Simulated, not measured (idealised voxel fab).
A process module follows: voxel capacitor over wiring.
265 nm wide, 5 nm square cells: that's cross-section cut.
Cross-section format: a grid of square cells, given as bands from top to bottom; each band is one or more rows of cells.
Each band's line starts with the height of the band's top and of its bottom, in nm. Then come its materials from left to right, each with its width in nm. One material with "all across" fills the band from edge to edge. "empty" is empty space.
Height datum 0, below which the as-received substrate wafer is one material. Lowest band open at the bottom, running downward: "0 -> down".
You'd read "30..40" like this: the band's top row of cells is as wide as the first number, its bottom row is as wide as the second, and going down, every row changes width by the same amount as the row before did.
What does "everything unchanged" mean for a step? It means no cell of the cross-section changed in that step.
"Sealed void inventory": empty spaces of 8 cells or more with no open way to the top, each given as width x height at distance, distance from the left edge, all in nm.
That trailing text on a step's line, after the settings, is the simulator's own remark on the step.
overlay nm: mask offset rightward from planned place, masked step; negative means leftward offset.
## Below is the list of planned process steps
- 1: op RECEIVE | material Si
- 2: op CONFORMAL_DEP | material SiO2 | thk nm 10
- 3: op DIRECTIONAL_DEP | material TiN | thk nm 5
- 4: op DIRECTIONAL_DEP | material W | thk nm 20
- 5: op PATTERN | tone cover | mask id METAL_1 | material resist | width nm 25 | pitch nm 75 | thk nm 20 | overlay nm 0
- 6: op DIRECTIONAL_ETCH | etch materials W | depth nm 20
- 7: op DIRECTIONAL_ETCH | etch materials TiN | depth nm 5
- 8: op STRIP | etch materials resist
- 9: op FILL_DEP | material lowk | thk nm 10
- 10: op CMP | height nm 35
- 11: op CONFORMAL_DEP | material SiCN | thk nm 5
- 12: op DIRECTIONAL_DEP | material lowk | thk nm 20
- 13: op DIRECTIONAL_DEP | material aC | thk nm 15
- 14: op PATTERN | tone open | mask id PLUG_1 | material resist | width nm 15 | thk nm 30 | overlay nm 0
- 15: op DIRECTIONAL_ETCH | etch materials aC | depth nm 15
- 16: op STRIP | etch materials resist
- 17: op DIRECTIONAL_ETCH | etch materials lowk | depth nm 20
- 18: op DIRECTIONAL_ETCH | etch materials SiCN | depth nm 5
- 19: op STRIP | etch materials aC
- 20: op EPI | material Ru | thk nm 10
- 21: op EPI | material Ru | thk nm 10
- 22: op EPI | material Ru | thk nm 5
- 23: op DIRECTIONAL_DEP | material TiN | thk nm 5
- 24: op DIRECTIONAL_DEP | material SiN | thk nm 5
- 25: op DIRECTIONAL_DEP | material TiN | thk nm 10
- 26: op DIRECTIONAL_DEP | material aC | thk nm 15
- 27: op PATTERN | tone cover | mask id UPPER_PLATE | material resist | width nm 55 | thk nm 30 | overlay nm 0
- 28: op DIRECTIONAL_ETCH | etch materials aC | depth nm 15
- 29: op STRIP | etch materials resist
- 30: op DIRECTIONAL_ETCH | etch materials TiN | depth nm 10
- 31: op DIRECTIONAL_ETCH | etch materials SiN | depth nm 5
- 32: op STRIP | etch materials aC
- 33: op MASKED_ETCH | tone cover | mask id LOWER_PLATE | width nm 65 | etch materials TiN | depth nm 5 | overlay nm 0
- 34: op FILL_DEP | material SiO2 | thk nm 15
- 35: op CMP | height nm 90
- 36: op DIRECTIONAL_DEP | material aC | thk nm 15
- 37: op PATTERN | tone open | mask id PLUG_2 | material resist | width nm 15 | thk nm 30 | overlay nm 0
- 38: op DIRECTIONAL_ETCH | etch materials aC | depth nm 15
- 39: op STRIP | etch materials resist
- 40: op DIRECTIONAL_ETCH | etch materials SiO2 | depth nm 10
- 41: op STRIP | etch materials aC
- 42: op CONFORMAL_DEP | material TiN | thk nm 5
- 43: op FILL_DEP | material W | thk nm 10
- 44: op CMP | height nm 90
- 45: op CONFORMAL_DEP | material SiCN | thk nm 5
## The following pertains to the first of two wafers, which was processed as planned
## Wafer cross-section on receipt, i.e. after step 1
- 0 -> down  Si all across
- Sealed void inventory: none
## Presented here is a cross-section of the wafer after step 2 has been performed
- 10 -> 0  SiO2 all across
- For the remainder of the cross-section, below 0, there is no change.
## Presented here is a cross-section of the wafer after step 3 has been performed
- 15 -> 10  TiN all across
- For the remainder of the cross-section, below 10, there is no change.
## Presented here is a cross-section of the wafer after step 4 has been performed
- 35 -> 15  W all across
- For the remainder of the cross-section, below 15, there is no change.
## Presented here is a cross-section of the wafer after step 5 has been performed
- 55 -> 35  80 nm empty, then 25 nm resist, then 50 nm empty, then 25 nm resist, then 85 nm empty
- For the remainder of the cross-section, below 35, there is no change.
## Presented here is a cross-section of the wafer after step 6 has been performed
- 55 -> 35  80 nm empty, then 25 nm resist, then 50 nm empty, then 25 nm resist, then 85 nm empty
- 35 -> 15  80 nm empty, then 25 nm W, then 50 nm empty, then 25 nm W, then 85 nm empty
- For the remainder of the cross-section, below 15, there is no change.
## Presented here is a cross-section of the wafer after step 7 has been performed
- 55 -> 35  80 nm empty, then 25 nm resist, then 50 nm empty, then 25 nm resist, then 85 nm empty
- 35 -> 15  80 nm empty, then 25 nm W, then 50 nm empty, then 25 nm W, then 85 nm empty
- 15 -> 10  80 nm empty, then 25 nm TiN, then 50 nm empty, then 25 nm TiN, then 85 nm empty
- For the remainder of the cross-section, below 10, there is no change.
## Presented here is a cross-section of the wafer after step 8 has been performed
- 35 -> 15  80 nm empty, then 25 nm W, then 50 nm empty, then 25 nm W, then 85 nm empty
- For the remainder of the cross-section, below 15, there is no change.
## Presented here is a cross-section of the wafer after step 9 has been performed
- 45 -> 35  lowk all across
- 35 -> 15  80 nm lowk, then 25 nm W, then 50 nm lowk, then 25 nm W, then 85 nm lowk
- 15 -> 10  80 nm lowk, then 25 nm TiN, then 50 nm lowk, then 25 nm TiN, then 85 nm lowk
- For the remainder of the cross-section, below 10, there is no change.
## Presented here is a cross-section of the wafer after step 10 has been performed
- 35 -> 15  80 nm lowk, then 25 nm W, then 50 nm lowk, then 25 nm W, then 85 nm lowk
- For the remainder of the cross-section, below 15, there is no change.
## Presented here is a cross-section of the wafer after step 11 has been performed
- 40 -> 35  SiCN all across
- For the remainder of the cross-section, below 35, there is no change.
## Presented here is a cross-section of the wafer after step 12 has been performed
- 60 -> 40  lowk all across
- For the remainder of the cross-section, below 40, there is no change.
## Presented here is a cross-section of the wafer after step 13 has been performed
- 75 -> 60  aC all across
- For the remainder of the cross-section, below 60, there is no change.
## Presented here is a cross-section of the wafer after step 14 has been performed
- 105 -> 75  90 nm resist, then 15 nm empty, then 160 nm resist
- For the remainder of the cross-section, below 75, there is no change.
## Presented here is a cross-section of the wafer after step 15 has been performed
- 90 -> 75  90 nm resist, then 15 nm empty, then 160 nm resist
- 75 -> 60  90 nm aC, then 15 nm empty, then 160 nm aC
- For the remainder of the cross-section, below 60, there is no change.
## Presented here is a cross-section of the wafer after step 16 has been performed
- 75 -> 60  90 nm aC, then 15 nm empty, then 160 nm aC
- For the remainder of the cross-section, below 60, there is no change.
## Presented here is a cross-section of the wafer after step 17 has been performed
- 75 -> 60  90 nm aC, then 15 nm empty, then 160 nm aC
- 60 -> 40  90 nm lowk, then 15 nm empty, then 160 nm lowk
- For the remainder of the cross-section, below 40, there is no change.
## Presented here is a cross-section of the wafer after step 18 has been performed
- 75 -> 60  90 nm aC, then 15 nm empty, then 160 nm aC
- 60 -> 40  90 nm lowk, then 15 nm empty, then 160 nm lowk
- 40 -> 35  90 nm SiCN, then 15 nm empty, then 160 nm SiCN
- For the remainder of the cross-section, below 35, there is no change.
## Presented here is a cross-section of the wafer after step 19 has been performed
- 60 -> 40  90 nm lowk, then 15 nm empty, then 160 nm lowk
- For the remainder of the cross-section, below 40, there is no change.
## Presented here is a cross-section of the wafer after step 20 has been performed
- 60 -> 45  90 nm lowk, then 15 nm empty, then 160 nm lowk
- 45 -> 40  90 nm lowk, then 15 nm Ru, then 160 nm lowk
- 40 -> 35  90 nm SiCN, then 15 nm Ru, then 160 nm SiCN
- For the remainder of the cross-section, below 35, there is no change.
## Presented here is a cross-section of the wafer after step 21 has been performed
- 60 -> 55  90 nm lowk, then 15 nm empty, then 160 nm lowk
- 55 -> 40  90 nm lowk, then 15 nm Ru, then 160 nm lowk
- For the remainder of the cross-section, below 40, there is no change.
## Presented here is a cross-section of the wafer after step 22 has been performed
- 60 -> 40  90 nm lowk, then 15 nm Ru, then 160 nm lowk
- For the remainder of the cross-section, below 40, there is no change.
## Presented here is a cross-section of the wafer after step 23 has been performed
- 65 -> 60  TiN all across
- For the remainder of the cross-section, below 60, there is no change.
## Presented here is a cross-section of the wafer after step 24 has been performed
- 70 -> 65  SiN all across
- For the remainder of the cross-section, below 65, there is no change.
## Presented here is a cross-section of the wafer after step 25 has been performed
- 80 -> 70  TiN all across
- For the remainder of the cross-section, below 70, there is no change.
## Presented here is a cross-section of the wafer after step 26 has been performed
- 95 -> 80  aC all across
- For the remainder of the cross-section, below 80, there is no change.
## Presented here is a cross-section of the wafer after step 27 has been performed
- 125 -> 95  90 nm empty, then 55 nm resist, then 120 nm empty
- For the remainder of the cross-section, below 95, there is no change.
## Presented here is a cross-section of the wafer after step 28 has been performed
- 110 -> 95  90 nm empty, then 55 nm resist, then 120 nm empty
- 95 -> 80  90 nm empty, then 55 nm aC, then 120 nm empty
- For the remainder of the cross-section, below 80, there is no change.
## Presented here is a cross-section of the wafer after step 29 has been performed
- 95 -> 80  90 nm empty, then 55 nm aC, then 120 nm empty
- For the remainder of the cross-section, below 80, there is no change.
## Presented here is a cross-section of the wafer after step 30 has been performed
- 95 -> 80  90 nm empty, then 55 nm aC, then 120 nm empty
- 80 -> 70  90 nm empty, then 55 nm TiN, then 120 nm empty
- For the remainder of the cross-section, below 70, there is no change.
## Presented here is a cross-section of the wafer after step 31 has been performed
- 95 -> 80  90 nm empty, then 55 nm aC, then 120 nm empty
- 80 -> 70  90 nm empty, then 55 nm TiN, then 120 nm empty
- 70 -> 65  90 nm empty, then 55 nm SiN, then 120 nm empty
- For the remainder of the cross-section, below 65, there is no change.
## Presented here is a cross-section of the wafer after step 32 has been performed
- 80 -> 70  90 nm empty, then 55 nm TiN, then 120 nm empty
- For the remainder of the cross-section, below 70, there is no change.
## Presented here is a cross-section of the wafer after step 33 has been performed
- 80 -> 70  90 nm empty, then 55 nm TiN, then 120 nm empty
- 70 -> 65  90 nm empty, then 55 nm SiN, then 120 nm empty
- 65 -> 60  85 nm empty, then 65 nm TiN, then 115 nm empty
- For the remainder of the cross-section, below 60, there is no change.
## Presented here is a cross-section of the wafer after step 34 has been performed
- 95 -> 80  SiO2 all across
- 80 -> 70  90 nm SiO2, then 55 nm TiN, then 120 nm SiO2
- 70 -> 65  90 nm SiO2, then 55 nm SiN, then 120 nm SiO2
- 65 -> 60  85 nm SiO2, then 65 nm TiN, then 115 nm SiO2
- For the remainder of the cross-section, below 60, there is no change.
## Presented here is a cross-section of the wafer after step 35 has been performed
- 90 -> 80  SiO2 all across
- For the remainder of the cross-section, below 80, there is no change.
## Presented here is a cross-section of the wafer after step 36 has been performed
- 105 -> 90  aC all across
- For the remainder of the cross-section, below 90, there is no change.
## Presented here is a cross-section of the wafer after step 37 has been performed
- 135 -> 105  100 nm resist, then 15 nm empty, then 150 nm resist
- For the remainder of the cross-section, below 105, there is no change.
## Presented here is a cross-section of the wafer after step 38 has been performed
- 120 -> 105  100 nm resist, then 15 nm empty, then 150 nm resist
- 105 -> 90  100 nm aC, then 15 nm empty, then 150 nm aC
- For the remainder of the cross-section, below 90, there is no change.
## Presented here is a cross-section of the wafer after step 39 has been performed
- 105 -> 90  100 nm aC, then 15 nm empty, then 150 nm aC
- For the remainder of the cross-section, below 90, there is no change.
## Presented here is a cross-section of the wafer after step 40 has been performed
- 105 -> 90  100 nm aC, then 15 nm empty, then 150 nm aC
- 90 -> 80  100 nm SiO2, then 15 nm empty, then 150 nm SiO2
- For the remainder of the cross-section, below 80, there is no change.
## Presented here is a cross-section of the wafer after step 41 has been performed
- 90 -> 80  100 nm SiO2, then 15 nm empty, then 150 nm SiO2
- For the remainder of the cross-section, below 80, there is no change.
## Presented here is a cross-section of the wafer after step 42 has been performed
- 95 -> 90  105 nm TiN, then 5 nm empty, then 155 nm TiN
- 90 -> 85  100 nm SiO2, then 5 nm TiN, then 5 nm empty, then 5 nm TiN, then 150 nm SiO2
- 85 -> 80  100 nm SiO2, then 15 nm TiN, then 150 nm SiO2
- For the remainder of the cross-section, below 80, there is no change.
## Presented here is a cross-section of the wafer after step 43 has been performed
- 105 -> 95  W all across
- 95 -> 90  105 nm TiN, then 5 nm W, then 155 nm TiN
- 90 -> 85  100 nm SiO2, then 5 nm TiN, then 5 nm W, then 5 nm TiN, then 150 nm SiO2
- For the remainder of the cross-section, below 85, there is no change.
## Presented here is a cross-section of the wafer after step 44 has been performed
- 90 -> 85  100 nm SiO2, then 5 nm TiN, then 5 nm W, then 5 nm TiN, then 150 nm SiO2
- For the remainder of the cross-section, below 85, there is no change.
## Presented here is a cross-section of the wafer after step 45 has been performed
- 95 -> 90  SiCN all across
- For the remainder of the cross-section, below 90, there is no change.
## The second wafer: identical to the first at the outset and in its planned sequence, differing only in that one mistake was made during processing; up to and including step 22, its path is the first wafer's path
Second wafer, section view, time point: scheduled end of step 23: everything unchanged
## Second wafer, section view, time point: scheduled end of step 24
- 65 -> 60  SiN all across
- For the remainder of the cross-section, below 60, there is no change.
## Second wafer, section view, time point: scheduled end of step 25
- 75 -> 65  TiN all across
- For the remainder of the cross-section, below 65, there is no change.
## Second wafer, section view, time point: scheduled end of step 26
- 90 -> 75  aC all across
- For the remainder of the cross-section, below 75, there is no change.
## Second wafer, section view, time point: scheduled end of step 27
- 120 -> 90  90 nm empty, then 55 nm resist, then 120 nm empty
- For the remainder of the cross-section, below 90, there is no change.
## Second wafer, section view, time point: scheduled end of step 28
- 105 -> 90  90 nm empty, then 55 nm resist, then 120 nm empty
- 90 -> 75  90 nm empty, then 55 nm aC, then 120 nm empty
- For the remainder of the cross-section, below 75, there is no change.
## Second wafer, section view, time point: scheduled end of step 29
- 90 -> 75  90 nm empty, then 55 nm aC, then 120 nm empty
- For the remainder of the cross-section, below 75, there is no change.
## Second wafer, section view, time point: scheduled end of step 30
- 90 -> 75  90 nm empty, then 55 nm aC, then 120 nm empty
- 75 -> 65  90 nm empty, then 55 nm TiN, then 120 nm empty
- For the remainder of the cross-section, below 65, there is no change.
## Second wafer, section view, time point: scheduled end of step 31
- 90 -> 75  90 nm empty, then 55 nm aC, then 120 nm empty
- 75 -> 65  90 nm empty, then 55 nm TiN, then 120 nm empty
- 65 -> 60  90 nm empty, then 55 nm SiN, then 120 nm empty
- For the remainder of the cross-section, below 60, there is no change.
## Second wafer, section view, time point: scheduled end of step 32
- 75 -> 65  90 nm empty, then 55 nm TiN, then 120 nm empty
- For the remainder of the cross-section, below 65, there is no change.
Second wafer, section view, time point: scheduled end of step 33: everything unchanged
## Second wafer, section view, time point: scheduled end of step 34
- 90 -> 75  SiO2 all across
- 75 -> 65  90 nm SiO2, then 55 nm TiN, then 120 nm SiO2
- 65 -> 60  90 nm SiO2, then 55 nm SiN, then 120 nm SiO2
- For the remainder of the cross-section, below 60, there is no change.
Second wafer, section view, time point: scheduled end of step 35: everything unchanged
## Second wafer, section view, time point: scheduled end of step 36
- 105 -> 90  aC all across
- For the remainder of the cross-section, below 90, there is no change.
## Second wafer, section view, time point: scheduled end of step 37
- 135 -> 105  100 nm resist, then 15 nm empty, then 150 nm resist
- For the remainder of the cross-section, below 105, there is no change.
## Second wafer, section view, time point: scheduled end of step 38
- 120 -> 105  100 nm resist, then 15 nm empty, then 150 nm resist
- 105 -> 90  100 nm aC, then 15 nm empty, then 150 nm aC
- For the remainder of the cross-section, below 90, there is no change.
## Second wafer, section view, time point: scheduled end of step 39
- 105 -> 90  100 nm aC, then 15 nm empty, then 150 nm aC
- For the remainder of the cross-section, below 90, there is no change.
## Second wafer, section view, time point: scheduled end of step 40
- 105 -> 90  100 nm aC, then 15 nm empty, then 150 nm aC
- 90 -> 80  100 nm SiO2, then 15 nm empty, then 150 nm SiO2
- For the remainder of the cross-section, below 80, there is no change.
## Second wafer, section view, time point: scheduled end of step 41
- 90 -> 80  100 nm SiO2, then 15 nm empty, then 150 nm SiO2
- For the remainder of the cross-section, below 80, there is no change.
## Second wafer, section view, time point: scheduled end of step 42
- 95 -> 90  105 nm TiN, then 5 nm empty, then 155 nm TiN
- 90 -> 85  100 nm SiO2, then 5 nm TiN, then 5 nm empty, then 5 nm TiN, then 150 nm SiO2
- 85 -> 80  100 nm SiO2, then 15 nm TiN, then 150 nm SiO2
- For the remainder of the cross-section, below 80, there is no change.
## Second wafer, section view, time point: scheduled end of step 43
- 105 -> 95  W all across
- 95 -> 90  105 nm TiN, then 5 nm W, then 155 nm TiN
- 90 -> 85  100 nm SiO2, then 5 nm TiN, then 5 nm W, then 5 nm TiN, then 150 nm SiO2
- For the remainder of the cross-section, below 85, there is no change.
## Second wafer, section view, time point: scheduled end of step 44
- 90 -> 85  100 nm SiO2, then 5 nm TiN, then 5 nm W, then 5 nm TiN, then 150 nm SiO2
- For the remainder of the cross-section, below 85, there is no change.
## Second wafer, section view, time point: scheduled end of step 45
- 95 -> 90  SiCN all across
- For the remainder of the cross-section, below 90, there is no change.
What was the processing mistake? step 23 was left out
Per the end-of-run cell counts, the second wafer holds more or fewer of some materials than the first: 13 more of SiO2 | 13 fewer of TiN
